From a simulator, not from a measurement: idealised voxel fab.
The name of this process module is voxel transistor to metal.
In the cross-section labelled cut, the width is 175 nm and each square cell is 5 nm.
Format of a cross-section: grid, square cells. Given as bands. Order: top down. Band: one or more rows of cells.
Band entry format. Leading values: height of top, height of bottom, nm. Remainder: materials in left-to-right order, each with its width in nm. Special words: "full width" on a single material, which then fills the band edge to edge; "blank", empty space.
All heights in this document are referenced to 0, defined as the level beneath which the wafer, as received, consists entirely of one material. The lowest band is not bounded below; it extends indefinitely downward and is written in the form "top 0, no bottom".
Per-row width for "30..40": begins at first number (top row of band), ends at second number (bottom row), increment between rows held constant.
Step marked "changes: none"? Then no cell in the cross-section changed in it.
Any empty space of 8 cells or more lacking an open way to the top shows up in "Trapped voids" as width x height at distance, distance from the left edge, in nm.
Heads up: the bit after the settings on a step's line is the simulator's remark on that step.
For masked steps, "overlay nm" on the step line gives how far right of plan the mask actually lay; a minus sign means it lay to the left.
Heads up before you read on: it's before/after pairs around one process step each, after side only down to the lowest band that changed, step plus settings under the pair. Pairs can be from different runs of this module, same starting wafer, so only chain a pair onto the one above if its "Pre-process state" entry says so.

Pre-process state
- top 55, bottom 40: blank=25  Ru=20  blank=65  Ru=20  blank=45
- top 40, bottom 35: blank=25  TiN=30  blank=55  TiN=30  blank=35
- top 35, bottom 20: SiO2=35  TiN=5  W=10  TiN=5  SiO2=65  TiN=5  W=10  TiN=5  SiO2=35
- top 20, bottom 5: SiO2=35  TiN=5  W=10  TiN=5  SiO2=15  SiN=5  HfO2=5  TiN=5  W=5  TiN=5  HfO2=5  SiN=5  SiO2=15  TiN=5  W=10  TiN=5  SiO2=35
- top 5, bottom 0: SiO2=35  TiN=5  W=10  TiN=5  nSi=15  SiN=5  HfO2=5  TiN=5  W=5  TiN=5  HfO2=5  SiN=5  nSi=15  TiN=5  W=10  TiN=5  SiO2=35
- top 0, bottom -5: SiO2=20  SiN=5  SiO2=10  TiN=20  nSi=15  SiN=5  HfO2=5  TiN=15  HfO2=5  SiN=5  nSi=15  TiN=20  SiO2=10  SiN=5  SiO2=20
- top -5, bottom -10: SiO2=25  nSi=45  HfO2=35  nSi=45  SiO2=25
- top -10, bottom -20: SiO2=30  nSi=40  Si=35  nSi=40  SiO2=30
- top -20, bottom -30: SiO2=30  Si=115  SiO2=30
- top -30, no bottom: Si full width
- Trapped voids: none

Cross-Section Thereafter
- top 65, bottom 55: SiO2 full width
- top 55, bottom 40: SiO2=25  Ru=20  SiO2=65  Ru=20  SiO2=45
- top 40, bottom 35: SiO2=25  TiN=30  SiO2=55  TiN=30  SiO2=35
- Beneath the level 35, the cross-section is identical to its previous state.
- Trapped voids: none
To go from the before cross-section above to the after cross-section, apply FILL_DEP with material SiO2, thk nm 10

Pre-process state: Please consult the pair immediately above; the cross-section it shows after its step is the state before this step.

Cross-Section Thereafter
- top 55, bottom 40: SiO2=25  Ru=20  SiO2=65  Ru=20  SiO2=45
- Beneath the level 40, the cross-section is identical to its previous state.
- Trapped voids: none
To go from the before cross-section above to the after cross-section, apply CMP with height nm 55

Pre-process state: Please consult the pair immediately above; the cross-section it shows after its step is the state before this step.

Cross-Section Thereafter
- top 60, bottom 55: SiCN full width
- Beneath the level 55, the cross-section is identical to its previous state.
- Trapped voids: none
To go from the before cross-section above to the after cross-section, apply CONFORMAL_DEP with material SiCN, thk nm 5

Pre-process state: Please consult the pair immediately above; the cross-section it shows after its step is the state before this step.

Cross-Section Thereafter
- top 85, bottom 60: SiO2 full width
- Beneath the level 60, the cross-section is identical to its previous state.
- Trapped voids: none
To go from the before cross-section above to the after cross-section, apply DIRECTIONAL_DEP with material SiO2, thk nm 25

Pre-process state: Please consult the pair immediately above; the cross-section it shows after its step is the state before this step.

Cross-Section Thereafter
- top 85, bottom 60: SiO2=35  blank=15  SiO2=70  blank=15  SiO2=40
- Beneath the level 60, the cross-section is identical to its previous state.
- Trapped voids: none
To go from the before cross-section above to the after cross-section, apply MASKED_ETCH with tone open, mask id METAL_2_HOLES, width nm 15, pitch nm 85, etch materials SiO2, depth nm 25, overlay nm 0

Pre-process state: Please consult the pair immediately above; the cross-section it shows after its step is the state before this step.

Cross-Section Thereafter
- top 100, bottom 85: aC=35  blank=15  aC=70  blank=15  aC=40
- top 85, bottom 75: SiO2=35  blank=15  SiO2=70  blank=15  SiO2=40
- top 75, bottom 60: SiO2=35  aC=15  SiO2=70  aC=15  SiO2=40
- Beneath the level 60, the cross-section is identical to its previous state.
- Trapped voids: none
To go from the before cross-section above to the after cross-section, apply DIRECTIONAL_DEP with material aC, thk nm 15

Pre-process state: Please consult the pair immediately above; the cross-section it shows after its step is the state before this step.

Cross-Section Thereafter
- top 135, bottom 100: resist=35  blank=20  resist=65  blank=20  resist=35
- Beneath the level 100, the cross-section is identical to its previous state.
- Trapped voids: none
To go from the before cross-section above to the after cross-section, apply PATTERN with tone open, mask id METAL_2, material resist, width nm 20, pitch nm 85, thk nm 35, overlay nm 0

Pre-process state: Please consult the pair immediately above; the cross-section it shows after its step is the state before this step.

Cross-Section Thereafter
- top 120, bottom 100: resist=35  blank=20  resist=65  blank=20  resist=35
- top 100, bottom 85: aC=35  blank=20  aC=65  blank=20  aC=35
- top 85, bottom 60: SiO2=35  blank=15  SiO2=70  blank=15  SiO2=40
- Beneath the level 60, the cross-section is identical to its previous state.
- Trapped voids: none
To go from the before cross-section above to the after cross-section, apply DIRECTIONAL_ETCH with etch materials aC, depth nm 15

Pre-process state: Please consult the pair immediately above; the cross-section it shows after its step is the state before this step.

Cross-Section Thereafter
- top 100, bottom 85: aC=35  blank=20  aC=65  blank=20  aC=35
- Beneath the level 85, the cross-section is identical to its previous state.
- Trapped voids: none
To go from the before cross-section above to the after cross-section, apply STRIP with etch materials resist

Pre-process state: Please consult the pair immediately above; the cross-section it shows after its step is the state before this step.

Cross-Section Thereafter
- top 100, bottom 85: aC=35  blank=20  aC=65  blank=20  aC=35
- top 85, bottom 70: SiO2=35  blank=20  SiO2=65  blank=20  SiO2=35
- Beneath the level 70, the cross-section is identical to its previous state.
- Trapped voids: none
To go from the before cross-section above to the after cross-section, apply DIRECTIONAL_ETCH with etch materials SiO2, depth nm 15

Pre-process state: Please consult the pair immediately above; the cross-section it shows after its step is the state before this step.

Cross-Section Thereafter
- top 100, bottom 85: aC=35  blank=20  aC=65  blank=20  aC=35
- top 85, bottom 70: SiO2=35  blank=20  SiO2=65  blank=20  SiO2=35
- top 70, bottom 60: SiO2=35  blank=15  SiO2=70  blank=15  SiO2=40
- top 60, bottom 55: SiCN=35  blank=15  SiCN=70  blank=15  SiCN=40
- Beneath the level 55, the cross-section is identical to its previous state.
- Trapped voids: none
To go from the before cross-section above to the after cross-section, apply DIRECTIONAL_ETCH with etch materials SiCN, depth nm 5

Pre-process state: Please consult the pair immediately above; the cross-section it shows after its step is the state before this step.

Cross-Section Thereafter
- top 85, bottom 70: SiO2=35  blank=20  SiO2=65  blank=20  SiO2=35
- Beneath the level 70, the cross-section is identical to its previous state.
- Trapped voids: none
To go from the before cross-section above to the after cross-section, apply STRIP with etch materials aC

Pre-process state: Please consult the pair immediately above; the cross-section it shows after its step is the state before this step.

Cross-Section Thereafter
- top 90, bottom 85: TiN=40  blank=10  TiN=75  blank=10  TiN=40
- top 85, bottom 75: SiO2=35  TiN=5  blank=10  TiN=5  SiO2=65  TiN=5  blank=10  TiN=5  SiO2=35
- top 75, bottom 70: SiO2=35  TiN=5  blank=5  TiN=10  SiO2=65  TiN=5  blank=5  TiN=10  SiO2=35
- top 70, bottom 60: SiO2=35  TiN=5  blank=5  TiN=5  SiO2=70  TiN=5  blank=5  TiN=5  SiO2=40
- top 60, bottom 55: SiCN=35  TiN=15  SiCN=70  TiN=15  SiCN=40
- Beneath the level 55, the cross-section is identical to its previous state.
- Trapped voids: none
To go from the before cross-section above to the after cross-section, apply CONFORMAL_DEP with material TiN, thk nm 5

Pre-process state: Please consult the pair immediately above; the cross-section it shows after its step is the state before this step.

Cross-Section Thereafter
- top 95, bottom 90: Ru full width
- top 90, bottom 85: TiN=40  Ru=10  TiN=75  Ru=10  TiN=40
- top 85, bottom 75: SiO2=35  TiN=5  Ru=10  TiN=5  SiO2=65  TiN=5  Ru=10  TiN=5  SiO2=35
- top 75, bottom 70: SiO2=35  TiN=5  Ru=5  TiN=10  SiO2=65  TiN=5  Ru=5  TiN=10  SiO2=35
- top 70, bottom 60: SiO2=35  TiN=5  Ru=5  TiN=5  SiO2=70  TiN=5  Ru=5  TiN=5  SiO2=40
- Beneath the level 60, the cross-section is identical to its previous state.
- Trapped voids: none
To go from the before cross-section above to the after cross-section, apply FILL_DEP with material Ru, thk nm 5

Pre-process state: Please consult the pair immediately above; the cross-section it shows after its step is the state before this step.

Cross-Section Thereafter
- top 85, bottom 75: SiO2=35  TiN=5  Ru=10  TiN=5  SiO2=65  TiN=5  Ru=10  TiN=5  SiO2=35
- Beneath the level 75, the cross-section is identical to its previous state.
- Trapped voids: none
To go from the before cross-section above to the after cross-section, apply CMP with height nm 85

Pre-process state: Please consult the pair immediately above; the cross-section it shows after its step is the state before this step.

Cross-Section Thereafter
- top 90, bottom 85: SiCN full width
- Beneath the level 85, the cross-section is identical to its previous state.
- Trapped voids: none
To go from the before cross-section above to the after cross-section, apply CONFORMAL_DEP with material SiCN, thk nm 5

Pre-process state
- top 100, bottom 85: aC=35  blank=20  aC=65  blank=20  aC=35
- top 85, bottom 70: SiO2=35  blank=20  SiO2=65  blank=20  SiO2=35
- top 70, bottom 60: SiO2=35  blank=15  SiO2=70  blank=15  SiO2=40
- top 60, bottom 55: SiCN full width
- top 55, bottom 40: SiO2=35  Ru=20  SiO2=65  Ru=20  SiO2=35
- top 40, bottom 35: SiO2=35  TiN=20  SiO2=65  TiN=20  SiO2=35
- top 35, bottom 20: SiO2=35  TiN=5  W=10  TiN=5  SiO2=65  TiN=5  W=10  TiN=5  SiO2=35
- top 20, bottom 5: SiO2=35  TiN=5  W=10  TiN=5  SiO2=15  SiN=5  HfO2=5  TiN=5  W=5  TiN=5  HfO2=5  SiN=5  SiO2=15  TiN=5  W=10  TiN=5  SiO2=35
- top 5, bottom 0: SiO2=35  TiN=5  W=10  TiN=5  nSi=15  SiN=5  HfO2=5  TiN=5  W=5  TiN=5  HfO2=5  SiN=5  nSi=15  TiN=5  W=10  TiN=5  SiO2=35
- top 0, bottom -5: SiO2=20  SiN=5  SiO2=10  TiN=20  nSi=15  SiN=5  HfO2=5  TiN=15  HfO2=5  SiN=5  nSi=15  TiN=20  SiO2=10  SiN=5  SiO2=20
- top -5, bottom -10: SiO2=25  nSi=45  HfO2=35  nSi=45  SiO2=25
- top -10, bottom -20: SiO2=30  nSi=40  Si=35  nSi=40  SiO2=30
- top -20, bottom -30: SiO2=30  Si=115  SiO2=30
- top -30, no bottom: Si full width
- Trapped voids: none

Cross-Section Thereafter
- top 100, bottom 85: aC=35  blank=20  aC=65  blank=20  aC=35
- top 85, bottom 65: SiO2=35  blank=20  SiO2=65  blank=20  SiO2=35
- Beneath the level 65, the cross-section is identical to its previous state.
- Trapped voids: none
To go from the before cross-section above to the after cross-section, apply DIRECTIONAL_ETCH with etch materials SiO2, depth nm 5

Pre-process state: Please consult the pair immediately above; the cross-section it shows after its step is the state before this step.

Cross-Section Thereafter
- top 85, bottom 65: SiO2=35  blank=20  SiO2=65  blank=20  SiO2=35
- Beneath the level 65, the cross-section is identical to its previous state.
- Trapped voids: none
To go from the before cross-section above to the after cross-section, apply STRIP with etch materials aC

Pre-process state: Please consult the pair immediately above; the cross-section it shows after its step is the state before this step.

Cross-Section Thereafter
- top 90, bottom 85: TiN=40  blank=10  TiN=75  blank=10  TiN=40
- top 85, bottom 70: SiO2=35  TiN=5  blank=10  TiN=5  SiO2=65  TiN=5  blank=10  TiN=5  SiO2=35
- top 70, bottom 65: SiO2=35  TiN=5  blank=5  TiN=10  SiO2=65  TiN=5  blank=5  TiN=10  SiO2=35
- top 65, bottom 60: SiO2=35  TiN=15  SiO2=70  TiN=15  SiO2=40
- Beneath the level 60, the cross-section is identical to its previous state.
- Trapped voids: none
To go from the before cross-section above to the after cross-section, apply CONFORMAL_DEP with material TiN, thk nm 5

Pre-process state: Please consult the pair immediately above; the cross-section it shows after its step is the state before this step.

Cross-Section Thereafter
- top 95, bottom 90: Ru full width
- top 90, bottom 85: TiN=40  Ru=10  TiN=75  Ru=10  TiN=40
- top 85, bottom 70: SiO2=35  TiN=5  Ru=10  TiN=5  SiO2=65  TiN=5  Ru=10  TiN=5  SiO2=35
- top 70, bottom 65: SiO2=35  TiN=5  Ru=5  TiN=10  SiO2=65  TiN=5  Ru=5  TiN=10  SiO2=35
- Beneath the level 65, the cross-section is identical to its previous state.
- Trapped voids: none
To go from the before cross-section above to the after cross-section, apply FILL_DEP with material Ru, thk nm 5

Pre-process state: Please consult the pair immediately above; the cross-section it shows after its step is the state before this step.

Cross-Section Thereafter
- top 85, bottom 70: SiO2=35  TiN=5  Ru=10  TiN=5  SiO2=65  TiN=5  Ru=10  TiN=5  SiO2=35
- Beneath the level 70, the cross-section is identical to its previous state.
- Trapped voids: none
To go from the before cross-section above to the after cross-section, apply CMP with height nm 85

Pre-process state: Please consult the pair immediately above; the cross-section it shows after its step is the state before this step.

Cross-Section Thereafter
- top 90, bottom 85: SiCN full width
- Beneath the level 85, the cross-section is identical to its previous state.
- Trapped voids: none
To go from the before cross-section above to the after cross-section, apply CONFORMAL_DEP with material SiCN, thk nm 5

Pre-process state
- top 45, bottom 35: aC full width
- top 35, bottom 20: SiO2 full width
- top 20, bottom 5: SiO2=70  SiN=5  HfO2=5  TiN=5  W=5  TiN=5  HfO2=5  SiN=5  SiO2=70
- top 5, bottom 0: SiO2=55  nSi=15  SiN=5  HfO2=5  TiN=5  W=5  TiN=5  HfO2=5  SiN=5  nSi=15  SiO2=55
- top 0, bottom -5: SiO2=20  SiN=5  SiO2=30  nSi=15  SiN=5  HfO2=5  TiN=15  HfO2=5  SiN=5  nSi=15  SiO2=30  SiN=5  SiO2=20
- top -5, bottom -10: SiO2=25  nSi=45  HfO2=35  nSi=45  SiO2=25
- top -10, bottom -20: SiO2=30  nSi=40  Si=35  nSi=40  SiO2=30
- top -20, bottom -30: SiO2=30  Si=115  SiO2=30
- top -30, no bottom: Si full width
- Trapped voids: none

Cross-Section Thereafter
- top 75, bottom 45: blank=35  resist=20  blank=65  resist=20  blank=35
- Beneath the level 45, the cross-section is identical to its previous state.
- Trapped voids: none
To go from the before cross-section above to the after cross-section, apply PATTERN with tone cover, mask id CONTACT, material resist, width nm 20, pitch nm 85, thk nm 30, overlay nm 0

Pre-process state: Please consult the pair immediately above; the cross-section it shows after its step is the state before this step.

Cross-Section Thereafter
- top 65, bottom 45: blank=35  resist=20  blank=65  resist=20  blank=35
- top 45, bottom 35: blank=35  aC=20  blank=65  aC=20  blank=35
- Beneath the level 35, the cross-section is identical to its previous state.
- Trapped voids: none
To go from the before cross-section above to the after cross-section, apply DIRECTIONAL_ETCH with etch materials aC, depth nm 10

Pre-process state: Please consult the pair immediately above; the cross-section it shows after its step is the state before this step.

Cross-Section Thereafter
- top 45, bottom 35: blank=35  aC=20  blank=65  aC=20  blank=35
- Beneath the level 35, the cross-section is identical to its previous state.
- Trapped voids: none
To go from the before cross-section above to the after cross-section, apply STRIP with etch materials resist

Pre-process state: Please consult the pair immediately above; the cross-section it shows after its step is the state before this step.

Cross-Section Thereafter
- top 45, bottom 35: blank=35  aC=20  blank=65  aC=20  blank=35
- top 35, bottom 20: blank=35  SiO2=20  blank=65  SiO2=20  blank=35
- top 20, bottom 5: blank=35  SiO2=20  blank=15  SiN=5  HfO2=5  TiN=5  W=5  TiN=5  HfO2=5  SiN=5  blank=15  SiO2=20  blank=35
- top 5, bottom 0: blank=35  SiO2=20  nSi=15  SiN=5  HfO2=5  TiN=5  W=5  TiN=5  HfO2=5  SiN=5  nSi=15  SiO2=20  blank=35
- top 0, bottom -5: blank=20  SiN=5  blank=10  SiO2=20  nSi=15  SiN=5  HfO2=5  TiN=15  HfO2=5  SiN=5  nSi=15  SiO2=20  blank=10  SiN=5  blank=20
- Beneath the level -5, the cross-section is identical to its previous state.
- Trapped voids: none
To go from the before cross-section above to the after cross-section, apply DIRECTIONAL_ETCH with etch materials SiO2, depth nm 40

Pre-process state: Please consult the pair immediately above; the cross-section it shows after its step is the state before this step.

Cross-Section Thereafter
- top 35, bottom 20: blank=35  SiO2=20  blank=65  SiO2=20  blank=35
- Beneath the level 20, the cross-section is identical to its previous state.
- Trapped voids: none
To go from the before cross-section above to the after cross-section, apply STRIP with etch materials aC

Pre-process state: Please consult the pair immediately above; the cross-section it shows after its step is the state before this step.

Cross-Section Thereafter
- top 40, bottom 35: blank=30  TiN=30  blank=55  TiN=30  blank=30
- top 35, bottom 25: blank=30  TiN=5  SiO2=20  TiN=5  blank=55  TiN=5  SiO2=20  TiN=5  blank=30
- top 25, bottom 20: blank=30  TiN=5  SiO2=20  TiN=5  blank=5  TiN=45  blank=5  TiN=5  SiO2=20  TiN=5  blank=30
- top 20, bottom 10: blank=30  TiN=5  SiO2=20  TiN=5  blank=5  TiN=5  SiN=5  HfO2=5  TiN=5  W=5  TiN=5  HfO2=5  SiN=5  TiN=5  blank=5  TiN=5  SiO2=20  TiN=5  blank=30
- top 10, bottom 5: blank=30  TiN=5  SiO2=20  TiN=15  SiN=5  HfO2=5  TiN=5  W=5  TiN=5  HfO2=5  SiN=5  TiN=15  SiO2=20  TiN=5  blank=30
- top 5, bottom 0: blank=15  TiN=20  SiO2=20  nSi=15  SiN=5  HfO2=5  TiN=5  W=5  TiN=5  HfO2=5  SiN=5  nSi=15  SiO2=20  TiN=20  blank=15
- top 0, bottom -5: TiN=20  SiN=5  TiN=10  SiO2=20  nSi=15  SiN=5  HfO2=5  TiN=15  HfO2=5  SiN=5  nSi=15  SiO2=20  TiN=10  SiN=5  TiN=20
- Beneath the level -5, the cross-section is identical to its previous state.
- Trapped voids: none
To go from the before cross-section above to the after cross-section, apply CONFORMAL_DEP with material TiN, thk nm 5

Pre-process state: Please consult the pair immediately above; the cross-section it shows after its step is the state before this step.

Cross-Section Thereafter
- top 45, bottom 40: W full width
- top 40, bottom 35: W=30  TiN=30  W=55  TiN=30  W=30
- top 35, bottom 25: W=30  TiN=5  SiO2=20  TiN=5  W=55  TiN=5  SiO2=20  TiN=5  W=30
- top 25, bottom 20: W=30  TiN=5  SiO2=20  TiN=5  W=5  TiN=45  W=5  TiN=5  SiO2=20  TiN=5  W=30
- top 20, bottom 10: W=30  TiN=5  SiO2=20  TiN=5  W=5  TiN=5  SiN=5  HfO2=5  TiN=5  W=5  TiN=5  HfO2=5  SiN=5  TiN=5  W=5  TiN=5  SiO2=20  TiN=5  W=30
- top 10, bottom 5: W=30  TiN=5  SiO2=20  TiN=15  SiN=5  HfO2=5  TiN=5  W=5  TiN=5  HfO2=5  SiN=5  TiN=15  SiO2=20  TiN=5  W=30
- top 5, bottom 0: W=15  TiN=20  SiO2=20  nSi=15  SiN=5  HfO2=5  TiN=5  W=5  TiN=5  HfO2=5  SiN=5  nSi=15  SiO2=20  TiN=20  W=15
- Beneath the level 0, the cross-section is identical to its previous state.
- Trapped voids: none
To go from the before cross-section above to the after cross-section, apply FILL_DEP with material W, thk nm 5

Pre-process state: Please consult the pair immediately above; the cross-section it shows after its step is the state before this step.

Cross-Section Thereafter
- top 35, bottom 25: W=30  TiN=5  SiO2=20  TiN=5  W=55  TiN=5  SiO2=20  TiN=5  W=30
- Beneath the level 25, the cross-section is identical to its previous state.
- Trapped voids: none
To go from the before cross-section above to the after cross-section, apply CMP with height nm 35

Pre-process state: Please consult the pair immediately above; the cross-section it shows after its step is the state before this step.

Cross-Section Thereafter
- top 40, bottom 35: TiN full width
- Beneath the level 35, the cross-section is identical to its previous state.
- Trapped voids: none
To go from the before cross-section above to the after cross-section, apply DIRECTIONAL_DEP with material TiN, thk nm 5

Pre-process state: Please consult the pair immediately above; the cross-section it shows after its step is the state before this step.

Cross-Section Thereafter
- top 55, bottom 40: Ru full width
- Beneath the level 40, the cross-section is identical to its previous state.
- Trapped voids: none
To go from the before cross-section above to the after cross-section, apply DIRECTIONAL_DEP with material Ru, thk nm 15

Pre-process state: Please consult the pair immediately above; the cross-section it shows after its step is the state before this step.

Cross-Section Thereafter
- top 55, bottom 40: blank=35  Ru=20  blank=65  Ru=20  blank=35
- Beneath the level 40, the cross-section is identical to its previous state.
- Trapped voids: none
To go from the before cross-section above to the after cross-section, apply MASKED_ETCH with tone cover, mask id METAL_1, width nm 20, pitch nm 85, etch materials Ru, depth nm 15, overlay nm 0

Pre-process state: Please consult the pair immediately above; the cross-section it shows after its step is the state before this step.

Cross-Section Thereafter
- top 55, bottom 40: blank=35  Ru=20  blank=65  Ru=20  blank=35
- top 40, bottom 35: blank=35  TiN=20  blank=65  TiN=20  blank=35
- Beneath the level 35, the cross-section is identical to its previous state.
- Trapped voids: none
To go from the before cross-section above to the after cross-section, apply MASKED_ETCH with tone cover, mask id METAL_1, width nm 20, pitch nm 85, etch materials TiN, depth nm 5, overlay nm 0

Pre-process state: Please consult the pair immediately above; the cross-section it shows after its step is the state before this step.

Cross-Section Thereafter
- top 65, bottom 55: SiO2 full width
- top 55, bottom 40: SiO2=35  Ru=20  SiO2=65  Ru=20  SiO2=35
- top 40, bottom 35: SiO2=35  TiN=20  SiO2=65  TiN=20  SiO2=35
- Beneath the level 35, the cross-section is identical to its previous state.
- Trapped voids: none
To go from the before cross-section above to the after cross-section, apply FILL_DEP with material SiO2, thk nm 10

Pre-process state: Please consult the pair immediately above; the cross-section it shows after its step is the state before this step.

Cross-Section Thereafter
- top 55, bottom 40: SiO2=35  Ru=20  SiO2=65  Ru=20  SiO2=35
- Beneath the level 40, the cross-section is identical to its previous state.
- Trapped voids: none
To go from the before cross-section above to the after cross-section, apply CMP with height nm 55

Pre-process state: Please consult the pair immediately above; the cross-section it shows after its step is the state before this step.

Cross-Section Thereafter
- top 60, bottom 55: SiCN full width
- Beneath the level 55, the cross-section is identical to its previous state.
- Trapped voids: none
To go from the before cross-section above to the after cross-section, apply CONFORMAL_DEP with material SiCN, thk nm 5

Pre-process state: Please consult the pair immediately above; the cross-section it shows after its step is the state before this step.

Cross-Section Thereafter
- top 85, bottom 60: SiO2 full width
- Beneath the level 60, the cross-section is identical to its previous state.
- Trapped voids: none
To go from the before cross-section above to the after cross-section, apply DIRECTIONAL_DEP with material SiO2, thk nm 25

Pre-process state: Please consult the pair immediately above; the cross-section it shows after its step is the state before this step.

Cross-Section Thereafter
- top 85, bottom 60: SiO2=35  blank=15  SiO2=70  blank=15  SiO2=40
- Beneath the level 60, the cross-section is identical to its previous state.
- Trapped voids: none
To go from the before cross-section above to the after cross-section, apply MASKED_ETCH with tone open, mask id METAL_2_HOLES, width nm 15, pitch nm 85, etch materials SiO2, depth nm 25, overlay nm 0

Pre-process state: Please consult the pair immediately above; the cross-section it shows after its step is the state before this step.

Cross-Section Thereafter
- top 100, bottom 85: aC=35  blank=15  aC=70  blank=15  aC=40
- top 85, bottom 75: SiO2=35  blank=15  SiO2=70  blank=15  SiO2=40
- top 75, bottom 60: SiO2=35  aC=15  SiO2=70  aC=15  SiO2=40
- Beneath the level 60, the cross-section is identical to its previous state.
- Trapped voids: none
To go from the before cross-section above to the after cross-section, apply DIRECTIONAL_DEP with material aC, thk nm 15

Pre-process state: Please consult the pair immediately above; the cross-section it shows after its step is the state before this step.

Cross-Section Thereafter
- top 135, bottom 100: resist=35  blank=20  resist=65  blank=20  resist=35
- Beneath the level 100, the cross-section is identical to its previous state.
- Trapped voids: none
To go from the before cross-section above to the after cross-section, apply PATTERN with tone open, mask id METAL_2, material resist, width nm 20, pitch nm 85, thk nm 35, overlay nm 0

Pre-process state: Please consult the pair immediately above; the cross-section it shows after its step is the state before this step.

Cross-Section Thereafter
- top 120, bottom 100: resist=35  blank=20  resist=65  blank=20  resist=35
- top 100, bottom 85: aC=35  blank=20  aC=65  blank=20  aC=35
- top 85, bottom 60: SiO2=35  blank=15  SiO2=70  blank=15  SiO2=40
- Beneath the level 60, the cross-section is identical to its previous state.
- Trapped voids: none
To go from the before cross-section above to the after cross-section, apply DIRECTIONAL_ETCH with etch materials aC, depth nm 15

Pre-process state: Please consult the pair immediately above; the cross-section it shows after its step is the state before this step.

Cross-Section Thereafter
- top 100, bottom 85: aC=35  blank=20  aC=65  blank=20  aC=35
- Beneath the level 85, the cross-section is identical to its previous state.
- Trapped voids: none
To go from the before cross-section above to the after cross-section, apply STRIP with etch materials resist

Pre-process state: Please consult the pair immediately above; the cross-section it shows after its step is the state before this step.

Cross-Section Thereafter
- top 100, bottom 85: aC=35  blank=20  aC=65  blank=20  aC=35
- top 85, bottom 70: SiO2=35  blank=20  SiO2=65  blank=20  SiO2=35
- Beneath the level 70, the cross-section is identical to its previous state.
- Trapped voids: none
To go from the before cross-section above to the after cross-section, apply DIRECTIONAL_ETCH with etch materials SiO2, depth nm 15

Pre-process state: Please consult the pair immediately above; the cross-section it shows after its step is the state before this step.

Cross-Section Thereafter
- top 100, bottom 85: aC=35  blank=20  aC=65  blank=20  aC=35
- top 85, bottom 70: SiO2=35  blank=20  SiO2=65  blank=20  SiO2=35
- top 70, bottom 60: SiO2=35  blank=15  SiO2=70  blank=15  SiO2=40
- top 60, bottom 55: SiCN=35  blank=15  SiCN=70  blank=15  SiCN=40
- Beneath the level 55, the cross-section is identical to its previous state.
- Trapped voids: none
To go from the before cross-section above to the after cross-section, apply DIRECTIONAL_ETCH with etch materials SiCN, depth nm 5

Pre-process state: Please consult the pair immediately above; the cross-section it shows after its step is the state before this step.

Cross-Section Thereafter
- top 85, bottom 70: SiO2=35  blank=20  SiO2=65  blank=20  SiO2=35
- Beneath the level 70, the cross-section is identical to its previous state.
- Trapped voids: none
To go from the before cross-section above to the after cross-section, apply STRIP with etch materials aC

Pre-process state: Please consult the pair immediately above; the cross-section it shows after its step is the state before this step.

Cross-Section Thereafter
- top 90, bottom 85: TiN=40  blank=10  TiN=75  blank=10  TiN=40
- top 85, bottom 75: SiO2=35  TiN=5  blank=10  TiN=5  SiO2=65  TiN=5  blank=10  TiN=5  SiO2=35
- top 75, bottom 70: SiO2=35  TiN=5  blank=5  TiN=10  SiO2=65  TiN=5  blank=5  TiN=10  SiO2=35
- top 70, bottom 60: SiO2=35  TiN=5  blank=5  TiN=5  SiO2=70  TiN=5  blank=5  TiN=5  SiO2=40
- top 60, bottom 55: SiCN=35  TiN=15  SiCN=70  TiN=15  SiCN=40
- Beneath the level 55, the cross-section is identical to its previous state.
- Trapped voids: none
To go from the before cross-section above to the after cross-section, apply CONFORMAL_DEP with material TiN, thk nm 5

Pre-process state: Please consult the pair immediately above; the cross-section it shows after its step is the state before this step.

Cross-Section Thereafter
- top 95, bottom 90: Ru full width
- top 90, bottom 85: TiN=40  Ru=10  TiN=75  Ru=10  TiN=40
- top 85, bottom 75: SiO2=35  TiN=5  Ru=10  TiN=5  SiO2=65  TiN=5  Ru=10  TiN=5  SiO2=35
- top 75, bottom 70: SiO2=35  TiN=5  Ru=5  TiN=10  SiO2=65  TiN=5  Ru=5  TiN=10  SiO2=35
- top 70, bottom 60: SiO2=35  TiN=5  Ru=5  TiN=5  SiO2=70  TiN=5  Ru=5  TiN=5  SiO2=40
- Beneath the level 60, the cross-section is identical to its previous state.
- Trapped voids: none
To go from the before cross-section above to the after cross-section, apply FILL_DEP with material Ru, thk nm 5

Pre-process state: Please consult the pair immediately above; the cross-section it shows after its step is the state before this step.

Cross-Section Thereafter
- top 85, bottom 75: SiO2=35  TiN=5  Ru=10  TiN=5  SiO2=65  TiN=5  Ru=10  TiN=5  SiO2=35
- Beneath the level 75, the cross-section is identical to its previous state.
- Trapped voids: none
To go from the before cross-section above to the after cross-section, apply CMP with height nm 85

Pre-process state: Please consult the pair immediately above; the cross-section it shows after its step is the state before this step.

Cross-Section Thereafter
- top 90, bottom 85: SiCN full width
- Beneath the level 85, the cross-section is identical to its previous state.
- Trapped voids: none
To go from the before cross-section above to the after cross-section, apply CONFORMAL_DEP with material SiCN, thk nm 5
